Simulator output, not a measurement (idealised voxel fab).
Process module in this document: voxel ribs on slabs
Cross-sectional view cut (width: 155 nm; square cell size: 5 nm).
Cross-section = grid of square cells, listed top down in bands; band = one or more rows.
Quick guide to a band line: top height, bottom height (nm) up front; then every material left to right with its width in nm. Only one material and it's marked "everywhere"? Then it fills the band edge to edge. And "empty" just means empty space.
A quick word on heights: they are counted from 0, and under that level the wafer as it came to us is one material throughout. The lowest band is different from the rest in having no bottom; it simply continues downward, written as in "top 0, no bottom".
A two-number width, for instance "30..40", indicates that the width is equal to the first number in the top row of the band and to the second number in the bottom row, and that it changes by a constant amount per row of cells.
"no modifications" (step): cross-section cells unchanged, all of them.
The entry "Closed void list" lists the empty spaces that cover at least 8 cells and have no open path to the top. Each is written as width x height at distance, where the distance is measured from the left edge and all three values are in nm.
On each step's line, the part that comes after the settings is the simulator's own comment on the step.
"overlay nm", when on a step's line for a step with a mask, measures how far to the right of its planned place the mask lay; a negative measure means to the left.
# These are the steps we planned for the process
- 1: RECEIVE,material Si
- 2: DIRECTIONAL_DEP,material SiO2,thk nm 20
- 3: DIRECTIONAL_DEP,material SiN,thk nm 25
- 4: PATTERN,tone cover,mask id RIB,material resist,width nm 30,thk nm 20,overlay nm 0
- 5: DIRECTIONAL_ETCH,etch materials SiN,depth nm 15
- 6: STRIP,etch materials resist
- 7: MASKED_ETCH,tone cover,mask id SLAB,width nm 90,etch materials SiN,depth nm 10,overlay nm 0
- 8: FILL_DEP,material SiO2,thk nm 15
- 9: CMP,height nm 55
- 10: DIRECTIONAL_DEP,material W,thk nm 10
- 11: PATTERN,tone cover,mask id HEATER,material resist,width nm 40,thk nm 20,overlay nm -15
- 12: DIRECTIONAL_ETCH,etch materials W,depth nm 10
- 13: STRIP,etch materials resist
- 14: CONFORMAL_DEP,material SiO2,thk nm 5
For this document, wafers share an identical start and vary in the step 11 overlay nm; the plan quotes the first wafer's value.
# Sectional view: first of several wafers, as received, after step 1
top 0, no bottom = Si everywhere
Closed void list: none
# The rows of the table below are wafers. Looking at the end of the module, a row counts, for every material, the cells the wafer has gained, shown as (+), or lost, shown as (-), since it was received; its closed voids come next
overlay nm -15, +54 SiN, +322 SiO2, +16 W, Closed void list: none
overlay nm -10, +54 SiN, +322 SiO2, +16 W, Closed void list: none
overlay nm -5, +54 SiN, +322 SiO2, +16 W, Closed void list: none
overlay nm 0, +54 SiN, +322 SiO2, +16 W, Closed void list: none
overlay nm 5, +54 SiN, +322 SiO2, +16 W, Closed void list: none
overlay nm 10, +54 SiN, +322 SiO2, +16 W, Closed void list: none
overlay nm 15, +54 SiN, +322 SiO2, +16 W, Closed void list: none
